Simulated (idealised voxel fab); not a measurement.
process module | voxel gate over fins
The width of the displayed cross-section, cut, is 150 nm; its cells are square, with a size of 5 nm.
A cross-section in this document is a grid of square cells, and it is written down as bands, the top band listed before the ones below it; a band is made up of one or more rows of cells.
The band entry comprises the height of the band's top followed by the height of its bottom, expressed in nm, and subsequently the band's materials from left to right, each stated together with its width in nm. Where a single material is marked with the word "everywhere", that material fills the band from edge to edge. The word "blank" represents empty space.
For the purposes of this specification, 0 denotes the height below which the wafer in its as-received condition is composed wholly of one material, and the lowermost band, lacking a lower limit, extends downward without end, as expressed in "0 and below".
Per-row width for "30..40": begins at first number (top row of band), ends at second number (bottom row), increment between rows held constant.
The designation "no alteration", where it is given for a processing step, indicates that no cell of the cross-section was altered in the course of that step.
This entry, "Entrapped void list", enumerates those empty regions of no fewer than 8 cells that possess no open connection to the top. Each region is reported in the form width x height at distance, the distance being taken from the left edge, with all three quantities expressed in nm.
after a step's settings: what the simulator itself notes on the step
overlay nm: for a step with a mask, the amount by which the mask lay right of where it was planned; a negative amount means left of it.

Planned process steps
1. RECEIVE: material Si
2. CONFORMAL_DEP: material SiN, thk nm 5
3. DIRECTIONAL_DEP: material aC, thk nm 10
4. PATTERN: tone cover, mask id FINS, material resist, width nm 15, pitch nm 40, thk nm 25, overlay nm 0
5. DIRECTIONAL_ETCH: etch materials aC, depth nm 10
6. STRIP: etch materials resist
7. DIRECTIONAL_ETCH: etch materials SiN, depth nm 5
8. DIRECTIONAL_ETCH: etch materials Si, depth nm 30
9. STRIP: etch materials aC
10. FILL_DEP: material SiO2, thk nm 10
11. CMP: height nm 5
12. SELECTIVE_ETCH: etch materials SiO2, depth nm 15
13. STRIP: etch materials SiN
14. CONFORMAL_DEP: material HfO2, thk nm 5
15. CONFORMAL_DEP: material TiN, thk nm 5
16. FILL_DEP: material W, thk nm 10
17. CMP: height nm 15
18. CONFORMAL_DEP: material SiN, thk nm 5

Step 1 complete: cross-section of the wafer as received
	0 and below  Si everywhere
	Entrapped void list: none

End-of-module cross-section. Starting structure and process plan as above; one mistake made in running it
	20 down to 15  SiN everywhere
	15 down to 10  W everywhere
	10 down to 5  40 W | 35 TiN | 5 W | 35 TiN | 35 W
	5 down to 0  40 W | 5 TiN | 25 HfO2 | 5 TiN | 5 W | 5 TiN | 25 HfO2 | 5 TiN | 35 W
	0 down to -5  45 TiN | 5 HfO2 | 15 Si | 5 HfO2 | 15 TiN | 5 HfO2 | 15 Si | 5 HfO2 | 40 TiN
	-5 down to -10  50 HfO2 | 15 Si | 25 HfO2 | 15 Si | 45 HfO2
	-10 down to -30  50 SiO2 | 15 Si | 25 SiO2 | 15 Si | 45 SiO2
	-30 and below  Si everywhere
	Entrapped void list: none
Processing error: rather than as planned, step 4 actually ran as PATTERN: tone cover, mask id FINS, material resist, width nm 15, pitch nm 40, thk nm 25, overlay nm 5
